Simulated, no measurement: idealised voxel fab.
process module | voxel fin reveal
cross-section cut | 185 nm wide | cells 5 nm
A cross-section is a grid of square cells, given in bands from the top down. A band is one or more rows of cells.
Each band's line starts with the height of the band's top and of its bottom, in nm. Then come its materials from left to right, each with its width in nm. One material with "throughout" fills the band from edge to edge. "air" is empty space.
Height 0 is the level under which the wafer as received is all one material. The lowest band goes on downwards, as in "0 down".
A width such as "30 to 40" changes by the same amount from each row of cells to the next, from the band's top row to its bottom row.
"no change" after a step means that no cell of the cross-section changed.
closed voids: empty space of 8 cells or more with no open way to the top, each as width x height at its distance from the left edge, in nm
after a step's settings: what the simulator itself notes on the step
overlay nm, on a step with a mask: how far to the right of its planned place the mask lay; to the left if negative
plan
1 op RECEIVE | material Si
2 op CONFORMAL_DEP | material SiN | thk nm 5
3 op MASKED_ETCH | tone cover | mask id FINS | width nm 15 | pitch nm 45 | etch materials SiN | depth nm 5 | overlay nm 0
4 op MASKED_ETCH | tone cover | mask id FINS | width nm 15 | pitch nm 45 | etch materials Si | depth nm 40 | overlay nm 0
5 op OXIDIZE | depth nm 5
6 op FILL_DEP | material SiO2 | thk nm 5
7 op CMP | height nm 5
8 op SELECTIVE_ETCH | etch materials SiO2 | depth nm 25
9 op STRIP | etch materials SiN
as received, after step 1
  0 down: Si throughout
  closed voids: none
a wafer at the end: this start, this plan, one mistake
  0 to -20: air 20 | Si 5 | air 40 | Si 5 | air 40 | Si 5 | air 40 | Si 5 | air 25
  -20 to -50: SiO2 20 | Si 5 | SiO2 40 | Si 5 | SiO2 40 | Si 5 | SiO2 40 | Si 5 | SiO2 25
  -50 down: Si throughout
  closed voids: none
what went wrong: step 4 ran as: op MASKED_ETCH | tone cover | mask id FINS | width nm 15 | pitch nm 45 | etch materials Si | depth nm 45 | overlay nm 0
